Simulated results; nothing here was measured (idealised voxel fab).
The name of this process module is voxel released beams.
This is section cut - it's 160 nm across, gridded in 5 nm square cells.
Notation: cross-section as square-cell grid; stated in bands, top first, going down; one or more cell rows per band. Look at the band entry: it leads with the top's height and the bottom's height in nm. Then it lists the materials left to right, with a width in nm for each. The word "full width" on a single material says that material fills the band edge to edge. The word "blank" is empty space. For the purposes of this specification, 0 denotes the height below which the wafer in its as-received condition is composed wholly of one material, and the lowermost band, lacking a lower limit, extends downward without end, as expressed in "0 -> down". So if you see something like "30 to 40" for the width, read it as the top row of the band sitting at the first number and the bottom row at the second, with every row in between moving by the same amount as the last. "nothing was modified" -> step changed no cross-section cell. The entry titled "Closed void entries" provides the empty spaces that have no open way to the top, restricted to those of 8 cells or more. Each is presented as width x height at distance, the distance being measured from the left edge, with all three in nm. That trailing text on a step's line, after the settings, is the simulator's own remark on the step. overlay nm: for a step with a mask, the amount by which the mask lay right of where it was planned; a negative amount means left of it.
## Planned step list for the process
| 1 | RECEIVE: material Si |
| 2 | CONFORMAL_DEP: material Al2O3, thk nm 10 |
| 3 | DIRECTIONAL_DEP: material SiO2, thk nm 20 |
| 4 | PATTERN: tone open, mask id ANCHOR, material resist, width nm 30, thk nm 15, overlay nm 0 |
| 5 | DIRECTIONAL_ETCH: etch materials SiO2, depth nm 20 |
| 6 | STRIP: etch materials resist |
| 7 | CONFORMAL_DEP: material SiN, thk nm 10 |
| 8 | PATTERN: tone cover, mask id BEAM, material resist, width nm 115, thk nm 20, overlay nm 0 |
| 9 | DIRECTIONAL_ETCH: etch materials SiN, depth nm 10 |
| 10 | STRIP: etch materials resist |
| 11 | STRIP: etch materials SiO2 |
## The cross-section here shows the wafer as received, i.e. in its state after step 1
- 0 -> down: Si full width
- Closed void entries: none
## Cross-section taken at module completion on the first of two wafers; processed per the plan
- 40 -> 30: blank: 20 / SiN: 15 / blank: 10 / SiN: 90 / blank: 25
- 30 -> 20: blank: 25 / SiN: 10 / blank: 10 / SiN: 10 / blank: 105
- 20 -> 10: blank: 25 / SiN: 30 / blank: 105
- 10 -> 0: Al2O3 full width
- 0 -> down: Si full width
- Closed void entries: none
## Wafer two (of two), end-of-module cross-section: start = wafer one, plan = wafer one, one run mistake
- 40 -> 30: blank: 20 / SiN: 115 / blank: 25
- 30 -> 10: blank: 30 / SiN: 20 / blank: 110
- 10 -> 0: Al2O3 full width
- 0 -> down: Si full width
- Closed void entries: none
Which mistake was made when the wafer was run? contrary to plan, step 4 was performed as PATTERN: tone open, mask id ANCHOR, material resist, width nm 20, thk nm 15, overlay nm 0
The two final wafers agree on how many cells each material fills and disagree on which cells those are.
